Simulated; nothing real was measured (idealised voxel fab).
Process module in this document: voxel released beams
This is section cut - it's 180 nm across, gridded in 5 nm square cells.
Notation: cross-section as square-cell grid; stated in bands, top first, going down; one or more cell rows per band.
First you get the band's top height and its bottom height, in nm, and then the materials it's made of, left to right, with each width in nm. If you see a single material with "all across", that one covers the band edge to edge. "empty" is empty space.
Heights are measured from 0, the level below which the as-received wafer is all one material; the lowest band has no bottom and continues downward, written as in "top 0, no bottom".
When a width is written as two numbers, as in "30 to 40", the first number is the width in the top row of cells of the band and the second is the width in its bottom row, and the width changes by the same amount from each row to the next.
"all unchanged" (step): cross-section cells unchanged, all of them.
Closed empty spaces (no open way to the top) of 8 cells or more are what "Enclosed empty spaces" lists, each as width x height at distance from the left edge, nm for all three.
What comes after the settings on a step's line is commentary from the simulator itself on that step.
On any step carrying a mask, the "overlay nm" setting, if present on the step's line, tells how far right of its planned place the mask lay; negative values point to the left.

LISTED BELOW ARE THE PROCESS STEPS AS PLANNED
1. RECEIVE with material Si
2. CONFORMAL_DEP with material SiN, thk nm 5
3. DIRECTIONAL_DEP with material SiO2, thk nm 10
4. DIRECTIONAL_DEP with material aC, thk nm 15
5. PATTERN with tone open, mask id ANCHOR, material resist, width nm 40, thk nm 35, overlay nm 0
6. DIRECTIONAL_ETCH with etch materials aC, depth nm 15
7. STRIP with etch materials resist
8. DIRECTIONAL_ETCH with etch materials SiO2, depth nm 10
9. STRIP with etch materials aC
10. CONFORMAL_DEP with material W, thk nm 15
11. DIRECTIONAL_DEP with material aC, thk nm 10
12. PATTERN with tone cover, mask id BEAM, material resist, width nm 100, thk nm 25, overlay nm 0
13. DIRECTIONAL_ETCH with etch materials aC, depth nm 10
14. STRIP with etch materials resist
15. DIRECTIONAL_ETCH with etch materials W, depth nm 15
16. STRIP with etch materials aC
17. STRIP with etch materials SiO2

WAFER AS RECEIVED: CROSS-SECTION FOLLOWING STEP 1
  top 0, no bottom  Si all across
  Enclosed empty spaces: none

LOOK AT THE CROSS-SECTION AFTER THE MODULE: THE WAFER STARTED OUT THE WAY SHOWN ABOVE AND THE PLAN WAS THE ONE SHOWN ABOVE, YET ONE MISTAKE WAS MADE ALONG THE WAY
  top 30, bottom 15  35 empty  100 W  45 empty
  top 15, bottom 5  45 empty  30 W  105 empty
  top 5, bottom 0  SiN all across
  top 0, no bottom  Si all across
  Enclosed empty spaces: none
Against the plan, the run slipped here: planned and actual differ for step 5; actual: PATTERN with tone open, mask id ANCHOR, material resist, width nm 30, thk nm 35, overlay nm 0
